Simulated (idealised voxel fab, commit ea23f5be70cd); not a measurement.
Process module heading - voxel tone inversion
The cross-section shown here is cut; it is 175 nm wide and divided into square cells measuring 5 nm on a side.
A cross-section in this document is a grid of square cells, and it is written down as bands, the top band listed before the ones below it; a band is made up of one or more rows of cells.
Quick guide to a band line: top height, bottom height (nm) up front; then every material left to right with its width in nm. Only one material and it's marked "everywhere"? Then it fills the band edge to edge. And "blank" just means empty space.
All heights in this document are referenced to 0, defined as the level beneath which the wafer, as received, consists entirely of one material. The lowest band is not bounded below; it extends indefinitely downward and is written in the form "0 -> down".
It should be noted that a width expressed as "30..40" varies in equal increments from row to row of cells within the band, taking the value of the first number at the top row and that of the second number at the bottom row.
You'll sometimes find "no alteration" written for a step, and that's the way of saying that nowhere in the cross-section did a cell change during that step.
For the entry "Fully sealed voids", the listed items are empty spaces with no open way to the top whose size is 8 cells or more; each item follows the pattern width x height at distance, where distance is from the left edge and all three are in nm.
Formally, on a step line, whatever follows the settings is a remark that the simulator itself makes on the step.
Regarding "overlay nm": on a step with a mask, it is the distance the mask lay to the right of its planned place; a negative value places it to the left.

-- Process steps (planned)
1. RECEIVE,material Si
2. CONFORMAL_DEP,material SiCN,thk nm 5
3. DIRECTIONAL_DEP,material aC,thk nm 25
4. PATTERN,tone cover,mask id POSTS,material resist,width nm 20,pitch nm 40,thk nm 30,overlay nm 0
5. DIRECTIONAL_ETCH,etch materials aC,depth nm 25
6. STRIP,etch materials resist
7. FILL_DEP,material lowk,thk nm 5
8. CMP,height nm 30
9. STRIP,etch materials aC

-- So this is the incoming wafer in cross-section - it's already been through step 1
* 0 -> down = Si everywhere
* Fully sealed voids: none

-- Post-module cross-section of the first of two wafers (run per plan)
* 30 -> 5 = lowk (55)  blank (20)  lowk (20)  blank (20)  lowk (60)
* 5 -> 0 = SiCN everywhere
* 0 -> down = Si everywhere
* Fully sealed voids: none

-- So this is wafer number two of the two, cut at the end of the module - it started where the first did and had the same plan, we just got one thing wrong running it
* 30 -> 5 = blank (55)  lowk (20)  blank (20)  lowk (20)  blank (60)
* 5 -> 0 = SiCN everywhere
* 0 -> down = Si everywhere
* Fully sealed voids: none
Here's what went sideways: step 4 ran with different settings than intended, the actual operation and settings being PATTERN,tone open,mask id POSTS,material resist,width nm 20,pitch nm 40,thk nm 30,overlay nm 0
The second wafer ends with more or fewer cells of some materials than the first, per final count: 95 fewer of lowk
